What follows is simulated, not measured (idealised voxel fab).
process module | voxel trench capacitor
cross-section cut | 210 nm wide | cells 5 nm
A cross-section is a grid of square cells, given in bands from the top down. A band is one or more rows of cells.
Each band's line starts with the height of the band's top and of its bottom, in nm. Then come its materials from left to right, each with its width in nm. One material with "throughout" fills the band from edge to edge. "air" is empty space.
Height 0 is the level under which the wafer as received is all one material. The lowest band goes on downwards, as in "0 down".
A width such as "30 to 40" changes by the same amount from each row of cells to the next, from the band's top row to its bottom row.
"no change" after a step means that no cell of the cross-section changed.
closed voids: empty space of 8 cells or more with no open way to the top, each as width x height at its distance from the left edge, in nm
after a step's settings: what the simulator itself notes on the step
overlay nm, on a step with a mask: how far to the right of its planned place the mask lay; to the left if negative
plan
1 op RECEIVE | material Si
2 op CONFORMAL_DEP | material SiN | thk nm 10
3 op DIRECTIONAL_DEP | material aC | thk nm 10
4 op PATTERN | tone open | mask id TRENCH | material resist | width nm 25 | pitch nm 50 | thk nm 25 | overlay nm 0
5 op DIRECTIONAL_ETCH | etch materials aC | depth nm 10
6 op STRIP | etch materials resist
7 op DIRECTIONAL_ETCH | etch materials SiN | depth nm 10
8 op DIRECTIONAL_ETCH | etch materials Si | depth nm 30
9 op STRIP | etch materials aC
10 op CONFORMAL_DEP | material SiO2 | thk nm 5
11 op FILL_DEP | material polySi | thk nm 5
12 op CMP | height nm 10
as received, after step 1
  0 down: Si throughout
  closed voids: none
a wafer at the end: this start, this plan, one mistake
  10 to 0: SiN 15 | aC 5 | polySi 15 | aC 5 | SiN 25 | aC 5 | polySi 15 | aC 5 | SiN 25 | aC 5 | polySi 15 | aC 5 | SiN 25 | aC 5 | polySi 15 | aC 5 | SiN 20
  0 to -25: Si 15 | aC 5 | polySi 15 | aC 5 | Si 25 | aC 5 | polySi 15 | aC 5 | Si 25 | aC 5 | polySi 15 | aC 5 | Si 25 | aC 5 | polySi 15 | aC 5 | Si 20
  -25 to -30: Si 15 | aC 25 | Si 25 | aC 25 | Si 25 | aC 25 | Si 25 | aC 25 | Si 20
  -30 down: Si throughout
  closed voids: none
what went wrong: step 10 ran as: op CONFORMAL_DEP | material aC | thk nm 5
